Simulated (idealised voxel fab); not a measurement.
Process module heading - voxel capacitor over wiring
cross-section cut | 300 nm wide | cells 5 nm
When this document writes out a cross-section, it uses a grid of square cells and lists it as bands, beginning at the top and moving down, with a band standing for one or more rows of cells.
This entry defines a band. It first specifies the height of the band's top and the height of its bottom in nm, and then specifies the band's materials from left to right, stating each material with its width in nm. The word "everywhere" identifies a single material that fills the band from edge to edge, while the word "air" identifies empty space.
Note: height 0 marks the level under which the wafer is uniformly one material as received. Lowest band unbounded below, written "0 down".
Top row gets the first number, bottom row gets the second, and each row in between changes by the same step: that is how a band width like "30..40" works.
"nothing was modified" means the step left every cell of the cross-section as it was.
Entry "Closed void listing". Content: empty spaces with no open connection to the top, size 8 cells or greater. Each: width x height at distance. Distance: from left edge. Unit: nm.
Note: text after step settings on the step line = simulator remark on that step.
The optional step-line setting "overlay nm" applies to steps with a mask and quantifies how far to the right of its planned location the mask lay, a negative value indicating leftward placement.

Set out below are the planned steps of the process:
1,RECEIVE [material Si]
2,CONFORMAL_DEP [material SiO2] [thk nm 15]
3,CONFORMAL_DEP [material SiCN] [thk nm 5]
4,DIRECTIONAL_DEP [material SiO2] [thk nm 20]
5,DIRECTIONAL_DEP [material aC] [thk nm 15]
6,PATTERN [tone open] [mask id METAL_1] [material resist] [width nm 25] [pitch nm 80] [thk nm 30] [overlay nm 0]
7,DIRECTIONAL_ETCH [etch materials aC] [depth nm 15]
8,STRIP [etch materials resist]
9,DIRECTIONAL_ETCH [etch materials SiO2] [depth nm 20]
10,DIRECTIONAL_ETCH [etch materials SiCN] [depth nm 5]
11,STRIP [etch materials aC]
12,CONFORMAL_DEP [material TiN] [thk nm 5]
13,FILL_DEP [material W] [thk nm 5]
14,CMP [height nm 40]
15,CONFORMAL_DEP [material SiCN] [thk nm 5]
16,DIRECTIONAL_DEP [material SiO2] [thk nm 10]
17,PATTERN [tone open] [mask id PLUG_1] [material resist] [width nm 15] [thk nm 20] [overlay nm 0]
18,DIRECTIONAL_ETCH [etch materials SiO2] [depth nm 10]
19,DIRECTIONAL_ETCH [etch materials SiCN] [depth nm 5]
20,STRIP [etch materials resist]
21,CONFORMAL_DEP [material TiN] [thk nm 5]
22,FILL_DEP [material Ru] [thk nm 10]
23,CMP [height nm 55]
24,DIRECTIONAL_DEP [material TiN] [thk nm 5]
25,DIRECTIONAL_DEP [material HfO2] [thk nm 5]
26,DIRECTIONAL_DEP [material TiN] [thk nm 5]
27,MASKED_ETCH [tone cover] [mask id UPPER_PLATE] [width nm 60] [etch materials TiN] [depth nm 5] [overlay nm 0]
28,MASKED_ETCH [tone cover] [mask id UPPER_PLATE] [width nm 60] [etch materials HfO2] [depth nm 5] [overlay nm 0]
29,MASKED_ETCH [tone cover] [mask id LOWER_PLATE] [width nm 70] [etch materials TiN] [depth nm 5] [overlay nm 0]
30,FILL_DEP [material SiO2] [thk nm 20]
31,CMP [height nm 85]
32,MASKED_ETCH [tone open] [mask id PLUG_2] [width nm 15] [etch materials SiO2] [depth nm 15] [overlay nm 0]
33,CONFORMAL_DEP [material TiN] [thk nm 5]
34,FILL_DEP [material Ru] [thk nm 5]
35,CMP [height nm 85]
36,CONFORMAL_DEP [material SiCN] [thk nm 5]

As received (post step 1): cross-section:
  0 down | Si everywhere
  Closed void listing: none

Module complete, cross-section. Starting point and plan per above. One mistake made in running the module:
  90 to 85 | SiCN everywhere
  85 to 75 | SiO2 115 nm / TiN 5 nm / Ru 5 nm / TiN 5 nm / SiO2 170 nm
  75 to 65 | SiO2 115..105 nm / TiN 15..60 nm / SiO2 170..135 nm
  65 to 60 | SiO2 105 nm / HfO2 60 nm / SiO2 135 nm
  60 to 55 | SiO2 100 nm / TiN 70 nm / SiO2 130 nm
  55 to 45 | SiO2 105 nm / TiN 5 nm / Ru 5 nm / TiN 5 nm / SiO2 180 nm
  45 to 40 | SiCN 105 nm / TiN 15 nm / SiCN 180 nm
  40 to 20 | W 90 nm / TiN 5 nm / SiO2 25 nm / TiN 5 nm / W 45 nm / TiN 5 nm / SiO2 25 nm / TiN 5 nm / W 95 nm
  20 to 15 | TiN 95 nm / SiCN 25 nm / TiN 55 nm / SiCN 25 nm / TiN 100 nm
  15 to 0 | SiO2 everywhere
  0 down | Si everywhere
  Closed void listing: none
Heads up, the wafer didn't run the way we planned it: not per plan at step 6, really ran PATTERN [tone cover] [mask id METAL_1] [material resist] [width nm 25] [pitch nm 80] [thk nm 30] [overlay nm 0]
